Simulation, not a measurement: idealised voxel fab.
This section sets out a process module, namely voxel air gaps.
Square cells of 5 nm make up the cross-section cut, whose width is 185 nm.
Cross-section format: a grid of square cells, given as bands from top to bottom; each band is one or more rows of cells.
In this notation a band is specified by the heights of its top and bottom, in that order and in nm, after which its materials appear from left to right, each paired with its width in nm. The word "throughout" attached to a single material means that material fills the band from edge to edge; the word "air" stands for empty space.
Zero point of the height axis is 0; under it, received wafer = one material. Lowest band: continues down indefinitely, "0 and below".
A width such as "30 to 40" changes by the same amount from each row of cells to the next, from the band's top row to its bottom row.
"everything unchanged" (step): cross-section cells unchanged, all of them.
Heads up: "Sealed void list" only lists the empty pockets with no open path to the top that are 8 cells or more, and it writes them as width x height at distance, distance from the left edge, in nm.
Step line, after settings: the simulator's comment on this step.
Among the settings permitted on a step's line is "overlay nm"; applied to a step with a mask, it specifies the extent to which the mask lay to the right of its planned position, whereas a negative figure signifies a position to the left.

## The planned process steps are enumerated hereunder
1. RECEIVE with material Si
2. CONFORMAL_DEP with material SiO2, thk nm 15
3. CONFORMAL_DEP with material SiN, thk nm 5
4. DIRECTIONAL_DEP with material SiO2, thk nm 40
5. PATTERN with tone open, mask id LINES, material resist, width nm 25, pitch nm 50, thk nm 15, overlay nm 0
6. DIRECTIONAL_ETCH with etch materials SiO2, depth nm 40
7. STRIP with etch materials resist
8. CONFORMAL_DEP with material TiN, thk nm 5
9. FILL_DEP with material W, thk nm 10
10. CMP with height nm 50
11. EPI with material Ru, thk nm 10
12. SELECTIVE_ETCH with etch materials SiO2, depth nm 50
13. CONFORMAL_DEP with material SiCN, thk nm 5
Wafer-to-wafer difference: height nm, step 10. Common start. Plan = first wafer's value.

## Step 1 complete: as-received cross-section of the first of several wafers
- 0 and below  Si throughout
- Sealed void list: none

## Tabulated below, wafer by wafer, are the end-of-module results: for each material, the number of cells gained (+) or lost (-) relative to the as-received state, followed by the closed voids
height nm 50; +54 Ru; +101 SiCN; +37 SiN; +111 SiO2; +45 TiN; +45 W; Sealed void list: 15 x 20 at 60; 15 x 20 at 110
height nm 55; +54 Ru; +107 SiCN; +37 SiN; +111 SiO2; +51 TiN; +54 W; Sealed void list: 15 x 25 at 60; 15 x 25 at 110
height nm 60; +54 Ru; +113 SiCN; +37 SiN; +111 SiO2; +57 TiN; +63 W; Sealed void list: 15 x 30 at 60; 15 x 30 at 110
height nm 65; +74 Ru; +37 SiCN; +37 SiN; +287 SiO2; +85 TiN; +72 W; Sealed void list: none
height nm 70; +74 Ru; +37 SiCN; +37 SiN; +287 SiO2; +85 TiN; +109 W; Sealed void list: none
height nm 75; +74 Ru; +37 SiCN; +37 SiN; +287 SiO2; +85 TiN; +146 W; Sealed void list: none
